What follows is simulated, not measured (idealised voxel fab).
A process module follows: voxel capacitor over wiring.
The width of the displayed cross-section, cut, is 260 nm; its cells are square, with a size of 5 nm.
Cross-section format: a grid of square cells, given as bands from top to bottom; each band is one or more rows of cells.
A band entry consists of two parts. The first gives the height of the band's top and the height of its bottom, in nm. The rest lists the band's materials from left to right, each with its width in nm. A single material labelled with the word "all across" fills the band from edge to edge, and the word "air" marks empty space.
Heights are expressed relative to 0, this being the level below which the as-received wafer comprises one material exclusively. The lowest band is unbounded in the downward direction and is denoted as in "from 0 down".
Quick explanation for "30->40": the width changes in equal steps down the rows of cells, from the first number in the band's top row to the second number in its bottom row.
Take "changes: none" at face value: in the step it is given for, the cross-section changed in none of its cells.
The entry "Fully enclosed voids" lists the empty spaces that cover at least 8 cells and have no open path to the top. Each is written as width x height at distance, where the distance is measured from the left edge and all three values are in nm.
What comes after the settings on a step's line is commentary from the simulator itself on that step.
overlay nm: on a step with a mask, how far right of its planned place the mask lay; negative means left.

**The steps planned for the process are as follows**
| 1 | RECEIVE: material Si |
| 2 | CONFORMAL_DEP: material SiO2, thk nm 10 |
| 3 | CONFORMAL_DEP: material SiN, thk nm 5 |
| 4 | DIRECTIONAL_DEP: material SiO2, thk nm 20 |
| 5 | MASKED_ETCH: tone open, mask id METAL_1, width nm 25, pitch nm 75, etch materials SiO2, depth nm 20, overlay nm 0 |
| 6 | MASKED_ETCH: tone open, mask id METAL_1, width nm 25, pitch nm 75, etch materials SiN, depth nm 5, overlay nm 0 |
| 7 | CONFORMAL_DEP: material TiN, thk nm 5 |
| 8 | FILL_DEP: material Cu, thk nm 5 |
| 9 | CMP: height nm 35 |
| 10 | CONFORMAL_DEP: material SiCN, thk nm 5 |
| 11 | DIRECTIONAL_DEP: material SiO2, thk nm 20 |
| 12 | DIRECTIONAL_DEP: material aC, thk nm 10 |
| 13 | PATTERN: tone open, mask id PLUG_1, material resist, width nm 15, thk nm 25, overlay nm 0 |
| 14 | DIRECTIONAL_ETCH: etch materials aC, depth nm 10 |
| 15 | STRIP: etch materials resist |
| 16 | DIRECTIONAL_ETCH: etch materials SiO2, depth nm 20 |
| 17 | DIRECTIONAL_ETCH: etch materials SiCN, depth nm 5 |
| 18 | STRIP: etch materials aC |
| 19 | EPI: material Ru, thk nm 10 |
| 20 | EPI: material Ru, thk nm 10 |
| 21 | EPI: material Ru, thk nm 5 |
| 22 | DIRECTIONAL_DEP: material TiN, thk nm 5 |
| 23 | DIRECTIONAL_DEP: material HfO2, thk nm 5 |
| 24 | DIRECTIONAL_DEP: material TiN, thk nm 5 |
| 25 | PATTERN: tone cover, mask id UPPER_PLATE, material resist, width nm 55, thk nm 20, overlay nm 0 |
| 26 | DIRECTIONAL_ETCH: etch materials TiN, depth nm 5 |
| 27 | DIRECTIONAL_ETCH: etch materials HfO2, depth nm 5 |
| 28 | STRIP: etch materials resist |
| 29 | PATTERN: tone cover, mask id LOWER_PLATE, material resist, width nm 65, thk nm 20, overlay nm 0 |
| 30 | DIRECTIONAL_ETCH: etch materials TiN, depth nm 5 |
| 31 | STRIP: etch materials resist |
| 32 | FILL_DEP: material SiO2, thk nm 20 |
| 33 | CMP: height nm 90 |
| 34 | DIRECTIONAL_DEP: material aC, thk nm 15 |
| 35 | PATTERN: tone open, mask id PLUG_2, material resist, width nm 15, thk nm 35, overlay nm 0 |
| 36 | DIRECTIONAL_ETCH: etch materials aC, depth nm 15 |
| 37 | STRIP: etch materials resist |
| 38 | DIRECTIONAL_ETCH: etch materials SiO2, depth nm 15 |
| 39 | STRIP: etch materials aC |
| 40 | CONFORMAL_DEP: material TiN, thk nm 5 |
| 41 | FILL_DEP: material Ru, thk nm 5 |
| 42 | CMP: height nm 90 |
| 43 | CONFORMAL_DEP: material SiCN, thk nm 5 |

**First wafer out of two, processed as planned**

**Here's what the wafer looked like in cross-section when it arrived - that's after step 1**
  from 0 down: Si all across
  Fully enclosed voids: none

**Wafer xsec, post step 2**
  from 10 to 0: SiO2 all across
  Heights below 0 show no change.

**Wafer xsec, post step 3**
  from 15 to 10: SiN all across
  Heights below 10 show no change.

**Wafer xsec, post step 4**
  from 35 to 15: SiO2 all across
  Heights below 15 show no change.

**Wafer xsec, post step 5**
  from 35 to 15: 80 SiO2, 25 air, 50 SiO2, 25 air, 80 SiO2
  Heights below 15 show no change.

**Wafer xsec, post step 6**
  from 35 to 15: 80 SiO2, 25 air, 50 SiO2, 25 air, 80 SiO2
  from 15 to 10: 80 SiN, 25 air, 50 SiN, 25 air, 80 SiN
  Heights below 10 show no change.

**Wafer xsec, post step 7**
  from 40 to 35: 85 TiN, 15 air, 60 TiN, 15 air, 85 TiN
  from 35 to 15: 80 SiO2, 5 TiN, 15 air, 5 TiN, 50 SiO2, 5 TiN, 15 air, 5 TiN, 80 SiO2
  from 15 to 10: 80 SiN, 25 TiN, 50 SiN, 25 TiN, 80 SiN
  Heights below 10 show no change.

**Wafer xsec, post step 8**
  from 45 to 40: Cu all across
  from 40 to 35: 85 TiN, 15 Cu, 60 TiN, 15 Cu, 85 TiN
  from 35 to 15: 80 SiO2, 5 TiN, 15 Cu, 5 TiN, 50 SiO2, 5 TiN, 15 Cu, 5 TiN, 80 SiO2
  Heights below 15 show no change.

**Wafer xsec, post step 9**
  from 35 to 15: 80 SiO2, 5 TiN, 15 Cu, 5 TiN, 50 SiO2, 5 TiN, 15 Cu, 5 TiN, 80 SiO2
  Heights below 15 show no change.

**Wafer xsec, post step 10**
  from 40 to 35: SiCN all across
  Heights below 35 show no change.

**Wafer xsec, post step 11**
  from 60 to 40: SiO2 all across
  Heights below 40 show no change.

**Wafer xsec, post step 12**
  from 70 to 60: aC all across
  Heights below 60 show no change.

**Wafer xsec, post step 13**
  from 95 to 70: 90 resist, 15 air, 155 resist
  Heights below 70 show no change.

**Wafer xsec, post step 14**
  from 85 to 70: 90 resist, 15 air, 155 resist
  from 70 to 60: 90 aC, 15 air, 155 aC
  Heights below 60 show no change.

**Wafer xsec, post step 15**
  from 70 to 60: 90 aC, 15 air, 155 aC
  Heights below 60 show no change.

**Wafer xsec, post step 16**
  from 70 to 60: 90 aC, 15 air, 155 aC
  from 60 to 40: 90 SiO2, 15 air, 155 SiO2
  Heights below 40 show no change.

**Wafer xsec, post step 17**
  from 70 to 60: 90 aC, 15 air, 155 aC
  from 60 to 40: 90 SiO2, 15 air, 155 SiO2
  from 40 to 35: 90 SiCN, 15 air, 155 SiCN
  Heights below 35 show no change.

**Wafer xsec, post step 18**
  from 60 to 40: 90 SiO2, 15 air, 155 SiO2
  Heights below 40 show no change.

**Wafer xsec, post step 19**
  from 60 to 45: 90 SiO2, 15 air, 155 SiO2
  from 45 to 40: 90 SiO2, 15 Ru, 155 SiO2
  from 40 to 35: 90 SiCN, 15 Ru, 155 SiCN
  Heights below 35 show no change.

**Wafer xsec, post step 20**
  from 60 to 55: 90 SiO2, 15 air, 155 SiO2
  from 55 to 40: 90 SiO2, 15 Ru, 155 SiO2
  Heights below 40 show no change.

**Wafer xsec, post step 21**
  from 60 to 40: 90 SiO2, 15 Ru, 155 SiO2
  Heights below 40 show no change.

**Wafer xsec, post step 22**
  from 65 to 60: TiN all across
  Heights below 60 show no change.

**Wafer xsec, post step 23**
  from 70 to 65: HfO2 all across
  Heights below 65 show no change.

**Wafer xsec, post step 24**
  from 75 to 70: TiN all across
  Heights below 70 show no change.

**Wafer xsec, post step 25**
  from 95 to 75: 90 air, 55 resist, 115 air
  Heights below 75 show no change.

**Wafer xsec, post step 26**
  from 95 to 75: 90 air, 55 resist, 115 air
  from 75 to 70: 90 air, 55 TiN, 115 air
  Heights below 70 show no change.

**Wafer xsec, post step 27**
  from 95 to 75: 90 air, 55 resist, 115 air
  from 75 to 70: 90 air, 55 TiN, 115 air
  from 70 to 65: 90 air, 55 HfO2, 115 air
  Heights below 65 show no change.

**Wafer xsec, post step 28**
  from 75 to 70: 90 air, 55 TiN, 115 air
  Heights below 70 show no change.

**Wafer xsec, post step 29**
  from 95 to 75: 85 air, 65 resist, 110 air
  from 75 to 70: 85 air, 5 resist, 55 TiN, 5 resist, 110 air
  from 70 to 65: 85 air, 5 resist, 55 HfO2, 5 resist, 110 air
  Heights below 65 show no change.

**Wafer xsec, post step 30**
  from 95 to 75: 85 air, 65 resist, 110 air
  from 75 to 70: 85 air, 5 resist, 55 TiN, 5 resist, 110 air
  from 70 to 65: 85 air, 5 resist, 55 HfO2, 5 resist, 110 air
  from 65 to 60: 85 air, 65 TiN, 110 air
  Heights below 60 show no change.

**Wafer xsec, post step 31**
  from 75 to 70: 90 air, 55 TiN, 115 air
  from 70 to 65: 90 air, 55 HfO2, 115 air
  Heights below 65 show no change.

**Wafer xsec, post step 32**
  from 95 to 75: SiO2 all across
  from 75 to 70: 90 SiO2, 55 TiN, 115 SiO2
  from 70 to 65: 90 SiO2, 55 HfO2, 115 SiO2
  from 65 to 60: 85 SiO2, 65 TiN, 110 SiO2
  Heights below 60 show no change.

**Wafer xsec, post step 33**
  from 90 to 75: SiO2 all across
  Heights below 75 show no change.

**Wafer xsec, post step 34**
  from 105 to 90: aC all across
  Heights below 90 show no change.

**Wafer xsec, post step 35**
  from 140 to 105: 100 resist, 15 air, 145 resist
  Heights below 105 show no change.

**Wafer xsec, post step 36**
  from 125 to 105: 100 resist, 15 air, 145 resist
  from 105 to 90: 100 aC, 15 air, 145 aC
  Heights below 90 show no change.

**Wafer xsec, post step 37**
  from 105 to 90: 100 aC, 15 air, 145 aC
  Heights below 90 show no change.

**Wafer xsec, post step 38**
  from 105 to 90: 100 aC, 15 air, 145 aC
  from 90 to 75: 100 SiO2, 15 air, 145 SiO2
  Heights below 75 show no change.

**Wafer xsec, post step 39**
  from 90 to 75: 100 SiO2, 15 air, 145 SiO2
  Heights below 75 show no change.

**Wafer xsec, post step 40**
  from 95 to 90: 105 TiN, 5 air, 150 TiN
  from 90 to 80: 100 SiO2, 5 TiN, 5 air, 5 TiN, 145 SiO2
  from 80 to 70: 100->90 SiO2, 15->55 TiN, 145->115 SiO2
  Heights below 70 show no change.

**Wafer xsec, post step 41**
  from 100 to 95: Ru all across
  from 95 to 90: 105 TiN, 5 Ru, 150 TiN
  from 90 to 80: 100 SiO2, 5 TiN, 5 Ru, 5 TiN, 145 SiO2
  Heights below 80 show no change.

**Wafer xsec, post step 42**
  from 90 to 80: 100 SiO2, 5 TiN, 5 Ru, 5 TiN, 145 SiO2
  Heights below 80 show no change.

**Wafer xsec, post step 43**
  from 95 to 90: SiCN all across
  Heights below 90 show no change.

**It is to be noted that the second wafer proceeded from the same initial state and according to the same plan as the first, although one mistake was committed in its execution; through step 21, inclusive, the two wafers share an identical history**

**What the second wafer looks like in cross-section when step 22 should have wrapped up**
  from 65 to 60: Ru all across
  Heights below 60 show no change.

**What the second wafer looks like in cross-section when step 23 should have wrapped up**
  from 70 to 65: HfO2 all across
  Heights below 65 show no change.

**What the second wafer looks like in cross-section when step 24 should have wrapped up**
  from 75 to 70: TiN all across
  Heights below 70 show no change.

**What the second wafer looks like in cross-section when step 25 should have wrapped up**
  from 95 to 75: 90 air, 55 resist, 115 air
  Heights below 75 show no change.

**What the second wafer looks like in cross-section when step 26 should have wrapped up**
  from 95 to 75: 90 air, 55 resist, 115 air
  from 75 to 70: 90 air, 55 TiN, 115 air
  Heights below 70 show no change.

**What the second wafer looks like in cross-section when step 27 should have wrapped up**
  from 95 to 75: 90 air, 55 resist, 115 air
  from 75 to 70: 90 air, 55 TiN, 115 air
  from 70 to 65: 90 air, 55 HfO2, 115 air
  Heights below 65 show no change.

**What the second wafer looks like in cross-section when step 28 should have wrapped up**
  from 75 to 70: 90 air, 55 TiN, 115 air
  Heights below 70 show no change.

**What the second wafer looks like in cross-section when step 29 should have wrapped up**
  from 95 to 75: 85 air, 65 resist, 110 air
  from 75 to 70: 85 air, 5 resist, 55 TiN, 5 resist, 110 air
  from 70 to 65: 85 air, 5 resist, 55 HfO2, 5 resist, 110 air
  Heights below 65 show no change.

What the second wafer looks like in cross-section when step 30 should have wrapped up: changes: none

**What the second wafer looks like in cross-section when step 31 should have wrapped up**
  from 75 to 70: 90 air, 55 TiN, 115 air
  from 70 to 65: 90 air, 55 HfO2, 115 air
  Heights below 65 show no change.

**What the second wafer looks like in cross-section when step 32 should have wrapped up**
  from 95 to 75: SiO2 all across
  from 75 to 70: 90 SiO2, 55 TiN, 115 SiO2
  from 70 to 65: 90 SiO2, 55 HfO2, 115 SiO2
  Heights below 65 show no change.

**What the second wafer looks like in cross-section when step 33 should have wrapped up**
  from 90 to 75: SiO2 all across
  Heights below 75 show no change.

**What the second wafer looks like in cross-section when step 34 should have wrapped up**
  from 105 to 90: aC all across
  Heights below 90 show no change.

**What the second wafer looks like in cross-section when step 35 should have wrapped up**
  from 140 to 105: 100 resist, 15 air, 145 resist
  Heights below 105 show no change.

**What the second wafer looks like in cross-section when step 36 should have wrapped up**
  from 125 to 105: 100 resist, 15 air, 145 resist
  from 105 to 90: 100 aC, 15 air, 145 aC
  Heights below 90 show no change.

**What the second wafer looks like in cross-section when step 37 should have wrapped up**
  from 105 to 90: 100 aC, 15 air, 145 aC
  Heights below 90 show no change.

**What the second wafer looks like in cross-section when step 38 should have wrapped up**
  from 105 to 90: 100 aC, 15 air, 145 aC
  from 90 to 75: 100 SiO2, 15 air, 145 SiO2
  Heights below 75 show no change.

**What the second wafer looks like in cross-section when step 39 should have wrapped up**
  from 90 to 75: 100 SiO2, 15 air, 145 SiO2
  Heights below 75 show no change.

**What the second wafer looks like in cross-section when step 40 should have wrapped up**
  from 95 to 90: 105 TiN, 5 air, 150 TiN
  from 90 to 80: 100 SiO2, 5 TiN, 5 air, 5 TiN, 145 SiO2
  from 80 to 70: 100->90 SiO2, 15->55 TiN, 145->115 SiO2
  Heights below 70 show no change.

**What the second wafer looks like in cross-section when step 41 should have wrapped up**
  from 100 to 95: Ru all across
  from 95 to 90: 105 TiN, 5 Ru, 150 TiN
  from 90 to 80: 100 SiO2, 5 TiN, 5 Ru, 5 TiN, 145 SiO2
  Heights below 80 show no change.

**What the second wafer looks like in cross-section when step 42 should have wrapped up**
  from 90 to 80: 100 SiO2, 5 TiN, 5 Ru, 5 TiN, 145 SiO2
  Heights below 80 show no change.

**What the second wafer looks like in cross-section when step 43 should have wrapped up**
  from 95 to 90: SiCN all across
  Heights below 90 show no change.
Processing error: not per plan at step 22, really ran DIRECTIONAL_DEP: material Ru, thk nm 5
Wrapping up, a cell-based count of both wafers puts the second over or under the first for these materials: 52 more of Ru, 39 fewer of SiO2, 13 fewer of TiN
